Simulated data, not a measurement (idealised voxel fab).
The name of this process module is voxel self aligned vias.
Cross-section cut spans 245 nm and uses square cells 5 nm in size.
A cross-section in this document is a grid of square cells, and it is written down as bands, the top band listed before the ones below it; a band is made up of one or more rows of cells. Look at the band entry: it leads with the top's height and the bottom's height in nm. Then it lists the materials left to right, with a width in nm for each. The word "throughout" on a single material says that material fills the band edge to edge. The word "empty" is empty space. Zero point of the height axis is 0; under it, received wafer = one material. Lowest band: continues down indefinitely, "0 and below". Width spec "30 to 40" -> top row of cells at first value, bottom row at second value, equal per-row change in between. "everything unchanged" -> step changed no cross-section cell. "Encapsulated voids" specifies each empty space that is not open to the top and that occupies no fewer than 8 cells, using the form width x height at distance, the distance measured from the left edge and all three quantities in nm. It should be noted that, on the line of a given step, the content following the step's settings is a remark produced by the simulator itself with respect to that step. The line of a step may include "overlay nm". On a step with a mask, this value is how far to the right of its planned place the mask lay. A negative value means the mask lay to the left.
THE FOLLOWING LIST GIVES THE PLANNED PROCESS STEPS
step 1: RECEIVE,material Si
step 2: CONFORMAL_DEP,material SiO2,thk nm 15
step 3: CONFORMAL_DEP,material SiCN,thk nm 5
step 4: DIRECTIONAL_DEP,material SiO2,thk nm 25
step 5: MASKED_ETCH,tone open,mask id LINES,width nm 20,pitch nm 65,etch materials SiO2,depth nm 25,overlay nm 0
step 6: CONFORMAL_DEP,material TiN,thk nm 5
step 7: FILL_DEP,material W,thk nm 10
step 8: CMP,height nm 45
step 9: SELECTIVE_ETCH,etch materials W Ru TiN,depth nm 5
step 10: FILL_DEP,material SiN,thk nm 5
step 11: CMP,height nm 45
step 12: DIRECTIONAL_DEP,material SiO2,thk nm 15
step 13: MASKED_ETCH,tone open,mask id VIAS,width nm 50,pitch nm 65,etch materials SiO2,depth nm 15,overlay nm 0
step 14: MASKED_ETCH,tone open,mask id VIAS,width nm 50,pitch nm 65,etch materials SiN,depth nm 5,overlay nm 0
step 15: CONFORMAL_DEP,material TiN,thk nm 5
step 16: FILL_DEP,material W,thk nm 5
step 17: CMP,height nm 60
step 18: CONFORMAL_DEP,material SiCN,thk nm 5
Wafer-to-wafer difference: width nm, step 5. Common start. Plan = first wafer's value.
AS-RECEIVED CROSS-SECTION, FIRST OF SEVERAL WAFERS, POST STEP 1
* 0 and below = Si throughout
* Encapsulated voids: none
WAFER ROWS, END OF MODULE: CELLS PER MATERIAL GAINED (+) OR LOST (-) SINCE RECEIPT; CLOSED VOIDS LAST
width nm 20, +98 SiCN, +389 SiO2, +78 TiN, +72 W, Encapsulated voids: none
width nm 25, +98 SiCN, +374 SiO2, +81 TiN, +84 W, Encapsulated voids: none
width nm 30, +98 SiCN, +359 SiO2, +84 TiN, +96 W, Encapsulated voids: none
width nm 35, +98 SiCN, +344 SiO2, +87 TiN, +108 W, Encapsulated voids: none
width nm 40, +98 SiCN, +329 SiO2, +90 TiN, +120 W, Encapsulated voids: none
width nm 45, +98 SiCN, +314 SiO2, +93 TiN, +132 W, Encapsulated voids: none
